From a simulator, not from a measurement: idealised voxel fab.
Name of the process module below: voxel air gaps
Cross-section cut: width 255 nm, square cells of 5 nm.
Cross-section = grid of square cells, listed top down in bands; band = one or more rows. Basically the band line says how high the top is and how high the bottom is, in nm, and then what's in it from left to right, every material with its width in nm. Empty space shows up as "empty", and if a single material carries "throughout" it runs the full band edge to edge. Beneath 0, the wafer as received is one material, and that level is where height counting begins. The lowest band goes on downward without a bottom; it is written like "z 0 and below". So if you see something like "30->40" for the width, read it as the top row of the band sitting at the first number and the bottom row at the second, with every row in between moving by the same amount as the last. The cross-section has no changed cell in any step marked "all unchanged". You'll see "Encapsulated voids" listing empty spaces that have no way open to the top, as long as they're 8 cells or more; the notation is width x height at distance, where the distance is from the left edge, and all of it is in nm. Step line, after settings: the simulator's comment on this step. Steps that use a mask can have "overlay nm" on their line. It says how far the mask sat to the right of where it was meant to be. Negative means to the left.

PROCESS STEPS - PLAN
| 1 | RECEIVE, material Si |
| 2 | CONFORMAL_DEP, material SiO2, thk nm 15 |
| 3 | CONFORMAL_DEP, material SiN, thk nm 5 |
| 4 | DIRECTIONAL_DEP, material SiO2, thk nm 35 |
| 5 | MASKED_ETCH, tone open, mask id LINES, width nm 15, pitch nm 45, etch materials SiO2, depth nm 35, overlay nm 0 |
| 6 | CONFORMAL_DEP, material TiN, thk nm 5 |
| 7 | FILL_DEP, material W, thk nm 10 |
| 8 | CMP, height nm 55 |
| 9 | EPI, material Ru, thk nm 10 |
| 10 | SELECTIVE_ETCH, etch materials SiO2, depth nm 45 |
| 11 | CONFORMAL_DEP, material SiN, thk nm 5 |
The wafers are alike at the start. At step 5, their width nm differs. The plan lists the first wafer's value.

AS RECEIVED, I.E. AFTER STEP 1: CROSS-SECTION THROUGH THE FIRST OF SEVERAL WAFERS
> z 0 and below = Si throughout
> Encapsulated voids: none

FIRST WAFER AT THE END, AFTER STEP 11
> z 70 to 65 = empty: 35, then SiN: 180, then empty: 40
> z 65 to 55 = empty: 35, then SiN: 5, then Ru: 35, then SiN: 10, then Ru: 35, then SiN: 10, then Ru: 35, then SiN: 10, then Ru: 35, then SiN: 5, then empty: 40
> z 55 to 50 = empty: 35, then SiN: 15, then TiN: 5, then W: 5, then TiN: 5, then SiN: 30, then TiN: 5, then W: 5, then TiN: 5, then SiN: 30, then TiN: 5, then W: 5, then TiN: 5, then SiN: 30, then TiN: 5, then W: 5, then TiN: 5, then SiN: 15, then empty: 40
> z 50 to 25 = empty: 45, then SiN: 5, then TiN: 5, then W: 5, then TiN: 5, then SiN: 5, then empty: 20, then SiN: 5, then TiN: 5, then W: 5, then TiN: 5, then SiN: 5, then empty: 20, then SiN: 5, then TiN: 5, then W: 5, then TiN: 5, then SiN: 5, then empty: 20, then SiN: 5, then TiN: 5, then W: 5, then TiN: 5, then SiN: 5, then empty: 50
> z 25 to 20 = SiN: 50, then TiN: 15, then SiN: 30, then TiN: 15, then SiN: 30, then TiN: 15, then SiN: 30, then TiN: 15, then SiN: 55
> z 20 to 15 = SiN throughout
> z 15 to 0 = SiO2 throughout
> z 0 and below = Si throughout
> Encapsulated voids: 20 x 25 at 70; 20 x 25 at 115; 20 x 25 at 160

CROSS-SECTION AT MODULE COMPLETION, LAST WAFER
> z 70 to 65 = empty: 30, then SiN: 195, then empty: 30
> z 65 to 55 = empty: 30, then SiN: 5, then Ru: 185, then SiN: 5, then empty: 30
> z 55 to 50 = empty: 30, then SiN: 15, then TiN: 5, then W: 20, then TiN: 5, then SiO2: 15, then TiN: 5, then W: 20, then TiN: 5, then SiO2: 15, then TiN: 5, then W: 20, then TiN: 5, then SiO2: 15, then TiN: 5, then W: 20, then TiN: 5, then SiN: 15, then empty: 30
> z 50 to 25 = empty: 40, then SiN: 5, then TiN: 5, then W: 20, then TiN: 5, then SiO2: 15, then TiN: 5, then W: 20, then TiN: 5, then SiO2: 15, then TiN: 5, then W: 20, then TiN: 5, then SiO2: 15, then TiN: 5, then W: 20, then TiN: 5, then SiN: 5, then empty: 40
> z 25 to 20 = SiN: 45, then TiN: 30, then SiO2: 15, then TiN: 30, then SiO2: 15, then TiN: 30, then SiO2: 15, then TiN: 30, then SiN: 45
> z 20 to 15 = SiN throughout
> z 15 to 0 = SiO2 throughout
> z 0 and below = Si throughout
> Encapsulated voids: none

TABLE: WAFERS, A ROW EACH; END-OF-MODULE CELL CHANGE PER MATERIAL SINCE RECEIPT, GAIN (+), LOSS (-); THEN CLOSED VOIDS
width nm 15 | +56 Ru | +206 SiN | +153 SiO2 | +60 TiN | +24 W | Encapsulated voids: 20 x 25 at 70; 20 x 25 at 115; 20 x 25 at 160
width nm 20 | +64 Ru | +194 SiN | +153 SiO2 | +64 TiN | +48 W | Encapsulated voids: 15 x 25 at 75; 15 x 25 at 120; 15 x 25 at 165
width nm 25 | +72 Ru | +128 SiN | +237 SiO2 | +68 TiN | +72 W | Encapsulated voids: none
width nm 30 | +74 Ru | +128 SiN | +216 SiO2 | +72 TiN | +96 W | Encapsulated voids: none
